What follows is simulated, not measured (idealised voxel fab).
Module name: voxel self aligned vias (process module)
FYI the section here is cut, 275 nm wide, cells are 5 nm squares.
Cross-section format: a grid of square cells, given as bands from top to bottom; each band is one or more rows of cells. A band entry consists of two parts. The first gives the height of the band's top and the height of its bottom, in nm. The rest lists the band's materials from left to right, each with its width in nm. A single material labelled with the word "all across" fills the band from edge to edge, and the word "air" marks empty space. Below 0: as-received wafer, all one material; heights counted from there. Lowest band: no bottom, goes on down, written "0..down". Width spec "30->40" -> top row of cells at first value, bottom row at second value, equal per-row change in between. Where the words "no alterations made" appear for a step, the cross-section shows no cell changed by that step; every cell remained as before. In the "Closed void entries" entry, you get each enclosed empty space of 8 cells or more, one with no open way to the top, written width x height at distance, distance from the left edge, in nm. On each step's line, the part that comes after the settings is the simulator's own comment on the step. What "overlay nm" on a step's line means: if the step has a mask, that mask lay this far to the right of its planned place, or, when the value is negative, to the left.
## Steps planned for the process
step 1: RECEIVE with material Si
step 2: CONFORMAL_DEP with material SiO2, thk nm 15
step 3: CONFORMAL_DEP with material SiCN, thk nm 5
step 4: DIRECTIONAL_DEP with material SiO2, thk nm 20
step 5: MASKED_ETCH with tone open, mask id LINES, width nm 30, pitch nm 55, etch materials SiO2, depth nm 20, overlay nm 0
step 6: CONFORMAL_DEP with material TiN, thk nm 5
step 7: FILL_DEP with material Ru, thk nm 10
step 8: CMP with height nm 40
step 9: SELECTIVE_ETCH with etch materials W Ru TiN, depth nm 10
step 10: FILL_DEP with material SiN, thk nm 10
step 11: CMP with height nm 40
step 12: DIRECTIONAL_DEP with material SiO2, thk nm 20
step 13: PATTERN with tone open, mask id VIAS, material resist, width nm 40, pitch nm 110, thk nm 20, overlay nm 0
step 14: DIRECTIONAL_ETCH with etch materials SiO2, depth nm 20
step 15: DIRECTIONAL_ETCH with etch materials SiN, depth nm 10
step 16: STRIP with etch materials resist
step 17: CONFORMAL_DEP with material TiN, thk nm 5
step 18: FILL_DEP with material W, thk nm 5
step 19: CMP with height nm 60
step 20: CONFORMAL_DEP with material SiCN, thk nm 5
## Cross-sectional view of the wafer in its as-received condition, corresponding to the state after step 1
* 0..down  Si all across
* Closed void entries: none
## Looking at the first of two wafers in cross-section at end of module - ran to plan
* 65..60  SiCN all across
* 60..45  SiO2=60 / TiN=5 / W=30 / TiN=5 / SiO2=70 / TiN=5 / W=30 / TiN=5 / SiO2=65
* 45..40  SiO2=60 / TiN=10 / W=20 / TiN=10 / SiO2=70 / TiN=10 / W=20 / TiN=10 / SiO2=65
* 40..35  SiO2=65 / TiN=5 / W=20 / TiN=5 / SiO2=25 / SiN=30 / SiO2=25 / TiN=5 / W=20 / TiN=5 / SiO2=70
* 35..30  SiO2=65 / TiN=30 / SiO2=25 / SiN=30 / SiO2=25 / TiN=30 / SiO2=70
* 30..25  SiO2=65 / TiN=5 / Ru=20 / TiN=5 / SiO2=25 / TiN=5 / Ru=20 / TiN=5 / SiO2=25 / TiN=5 / Ru=20 / TiN=5 / SiO2=70
* 25..20  SiO2=65 / TiN=30 / SiO2=25 / TiN=30 / SiO2=25 / TiN=30 / SiO2=70
* 20..15  SiCN all across
* 15..0  SiO2 all across
* 0..down  Si all across
* Closed void entries: none
## Cross-section at end of module for the second wafer of two, which matched the first in starting point and plan and differed by one mistake in its processing
* 65..60  SiCN all across
* 60..40  SiO2=60 / TiN=5 / W=30 / TiN=5 / SiO2=70 / TiN=5 / W=30 / TiN=5 / SiO2=65
* 40..35  SiN=60 / TiN=5 / W=30 / TiN=5 / SiN=70 / TiN=5 / W=30 / TiN=5 / SiN=65
* 35..30  SiN=60 / TiN=40 / SiN=70 / TiN=40 / SiN=65
* 30..25  TiN=70 / Ru=20 / TiN=35 / Ru=20 / TiN=35 / Ru=20 / TiN=75
* 25..10  SiO2=65 / TiN=5 / Ru=20 / TiN=5 / SiO2=25 / TiN=5 / Ru=20 / TiN=5 / SiO2=25 / TiN=5 / Ru=20 / TiN=5 / SiO2=70
* 10..5  SiO2=65 / TiN=30 / SiO2=25 / TiN=30 / SiO2=25 / TiN=30 / SiO2=70
* 5..0  SiCN all across
* 0..down  Si all across
* Closed void entries: none
Here's what went sideways: the run left out plan step 2 entirely, so it was never executed
In the final state, the cell counts of the second wafer exceed or fall short of those of the first for the following materials: 36 more of Ru, 66 more of SiN, 165 fewer of SiO2, 55 more of TiN, 8 more of W
